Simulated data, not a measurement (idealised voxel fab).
You're looking at the process module voxel spacer lines.
For reference, the cross-section in this document is cut, with width 280 nm and square cells of 5 nm.
How to read a cross-section here: the picture is a grid of square cells, written as bands going from the top down, and any band can span one or more rows of cells. Heads up on the band format: heights come first, top then bottom, in nm. After that it's the materials left to right, each with its width in nm. A single material flagged "full width" fills the whole band edge to edge, and "empty" means there's empty space there. Height 0 is the level under which the wafer as received is all one material. The lowest band goes on downwards, as in "0 down". A width given as "30 to 40" starts at the first number in the band's top row and ends at the second number in its bottom row, shifting by an equal amount at every step from row to row. "nothing was modified" -> step changed no cross-section cell. Heads up: "Completely enclosed voids" only lists the empty pockets with no open path to the top that are 8 cells or more, and it writes them as width x height at distance, distance from the left edge, in nm. after a step's settings: what the simulator itself notes on the step. "overlay nm" on a masked step: distance the mask lay right of its planned place, negative for left.

Here's what the planned process steps look like
1: RECEIVE with material Si
2: CONFORMAL_DEP with material Al2O3, thk nm 5
3: DIRECTIONAL_DEP with material SiN, thk nm 15
4: DIRECTIONAL_DEP with material polySi, thk nm 25
5: PATTERN with tone cover, mask id MANDREL, material resist, width nm 25, pitch nm 70, thk nm 30, overlay nm 0
6: DIRECTIONAL_ETCH with etch materials polySi, depth nm 25
7: STRIP with etch materials resist
8: CONFORMAL_DEP with material SiO2, thk nm 10
9: DIRECTIONAL_ETCH with etch materials SiO2, depth nm 10
10: STRIP with etch materials polySi
11: DIRECTIONAL_ETCH with etch materials SiN, depth nm 15
12: STRIP with etch materials SiO2

Cross-sectional view of the wafer in its as-received condition, corresponding to the state after step 1
    0 down | Si full width
    Completely enclosed voids: none

Starting structure and process plan are as shown above, but one mistake was made in running the module; the wafer cross-section at the end of the module follows
    35 to 20 | empty (45); SiN (10); empty (25); SiN (10); empty (25); SiN (10); empty (25); SiN (10); empty (25); SiN (10); empty (25); SiN (10); empty (50)
    20 to 5 | SiN full width
    5 to 0 | Al2O3 full width
    0 down | Si full width
    Completely enclosed voids: none
Heads up, the wafer didn't run the way we planned it: step 3 of the plan was performed twice
